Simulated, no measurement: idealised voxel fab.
The following process module bears the name voxel local oxidation.
The cross-section on display is named cut; it measures 230 nm wide, and its cells are 5 nm squares.
Think of the cross-section as a grid of square cells. We describe it in bands, top to bottom, and each band covers one or more rows of those cells.
Per band: top height and bottom height in nm, followed by the left-to-right materials and their widths in nm; "everywhere" marks a single material spanning edge to edge, "air" marks empty space.
Zero point of the height axis is 0; under it, received wafer = one material. Lowest band: continues down indefinitely, "from 0 down".
So if you see something like "30->40" for the width, read it as the top row of the band sitting at the first number and the bottom row at the second, with every row in between moving by the same amount as the last.
It should be understood that the words "no change", when stated for a given step, signify that the cross-section underwent no change in any of its cells during that step.
"Fully enclosed voids" specifies each empty space that is not open to the top and that occupies no fewer than 8 cells, using the form width x height at distance, the distance measured from the left edge and all three quantities in nm.
Note: text after step settings on the step line = simulator remark on that step.
overlay nm: step with mask; distance mask lay right of planned place; negative value = left of planned place.
The steps planned for the process are as follows
1. RECEIVE [material Si]
2. CONFORMAL_DEP [material SiO2] [thk nm 5]
3. CONFORMAL_DEP [material SiN] [thk nm 15]
4. DIRECTIONAL_DEP [material aC] [thk nm 15]
5. PATTERN [tone cover] [mask id ACTIVE] [material resist] [width nm 120] [thk nm 30] [overlay nm 0]
6. DIRECTIONAL_ETCH [etch materials aC] [depth nm 15]
7. STRIP [etch materials resist]
8. DIRECTIONAL_ETCH [etch materials SiN] [depth nm 15]
9. STRIP [etch materials aC]
10. SELECTIVE_ETCH [etch materials SiO2] [depth nm 5]
11. OXIDIZE [depth nm 15]
12. STRIP [etch materials SiN]
Received-state cross-section, reflecting completion of step 1
> from 0 down | Si everywhere
> Fully enclosed voids: none
The first of two wafers, cross-sectioned at the end of the module, with the run proceeding as planned
> from 5 to 0 | air 60, then SiO2 110, then air 60
> from 0 to -15 | SiO2 75, then Si 80, then SiO2 75
> from -15 down | Si everywhere
> Fully enclosed voids: none
The second wafer, shown in cross-section after the module: started the same way as the first and given the same plan, yet one mistake crept into how it was run
> from 5 to 0 | air 65, then SiO2 105, then air 60
> from 0 to -15 | SiO2 80, then Si 75, then SiO2 75
> from -15 down | Si everywhere
> Fully enclosed voids: none
Deviation noted in wafer processing: in deviation from the planned setting, step 5 was conducted as PATTERN [tone cover] [mask id ACTIVE] [material resist] [width nm 115] [thk nm 30] [overlay nm 0]
Final cells, second wafer relative to first, materials higher or lower: -3 Si, +2 SiO2
